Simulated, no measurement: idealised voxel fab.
The following is a process module called voxel fin reveal.
Cross-sectional view cut (width: 230 nm; square cell size: 5 nm).
In this document a cross-section is written as a grid of square cells. It is given as a series of bands, listed from the top down, and a band is one or more rows of cells.
This entry defines a band. It first specifies the height of the band's top and the height of its bottom in nm, and then specifies the band's materials from left to right, stating each material with its width in nm. The word "everywhere" identifies a single material that fills the band from edge to edge, while the word "air" identifies empty space.
Counting heights begins at 0, where everything beneath is, in the wafer as received, one material. The lowest band has no bottom; it goes on downwards, as "from 0 down" shows.
The notation "30->40" denotes a width that varies across the rows of cells in the band, beginning at the first number in the top row, finishing at the second number in the bottom row, and changing by an identical amount from each row to the next.
"no change" after a step means that no cell of the cross-section changed.
Heads up: "Closed internal cavities" only lists the empty pockets with no open path to the top that are 8 cells or more, and it writes them as width x height at distance, distance from the left edge, in nm.
Step line, after settings: the simulator's comment on this step.
"overlay nm" denotes, for a step that has a mask, the displacement of the mask to the right of its planned place, with negative values corresponding to the left.

The following list gives the planned process steps
step 1: RECEIVE [material Si]
step 2: CONFORMAL_DEP [material SiN] [thk nm 10]
step 3: PATTERN [tone cover] [mask id FINS] [material resist] [width nm 15] [pitch nm 35] [thk nm 20] [overlay nm 0]
step 4: DIRECTIONAL_ETCH [etch materials SiN] [depth nm 10]
step 5: DIRECTIONAL_ETCH [etch materials Si] [depth nm 40]
step 6: STRIP [etch materials resist]
step 7: OXIDIZE [depth nm 5]
step 8: FILL_DEP [material SiO2] [thk nm 15]
step 9: CMP [height nm 10]
step 10: SELECTIVE_ETCH [etch materials SiO2] [depth nm 20]
step 11: STRIP [etch materials SiN]
step 12: CONFORMAL_DEP [material SiO2] [thk nm 5]

Cross-section of the wafer upon arrival, representing the state reached after step 1
	from 0 down  Si everywhere
	Closed internal cavities: none

This is how the wafer looks in cross-section once the module is done, given the starting state and plan above and one mistake in carrying the plan out
	from 5 to 0  SiO2: 90 / air: 15 / SiO2: 20 / air: 15 / SiO2: 90
	from 0 to -5  Si: 85 / SiO2: 5 / air: 15 / SiO2: 5 / Si: 10 / SiO2: 5 / air: 15 / SiO2: 5 / Si: 85
	from -5 to -45  Si: 85 / SiO2: 25 / Si: 10 / SiO2: 25 / Si: 85
	from -45 down  Si everywhere
	Closed internal cavities: none
What broke from the plan during processing? not per plan at step 3, really ran PATTERN [tone open] [mask id FINS] [material resist] [width nm 15] [pitch nm 35] [thk nm 20] [overlay nm 0]
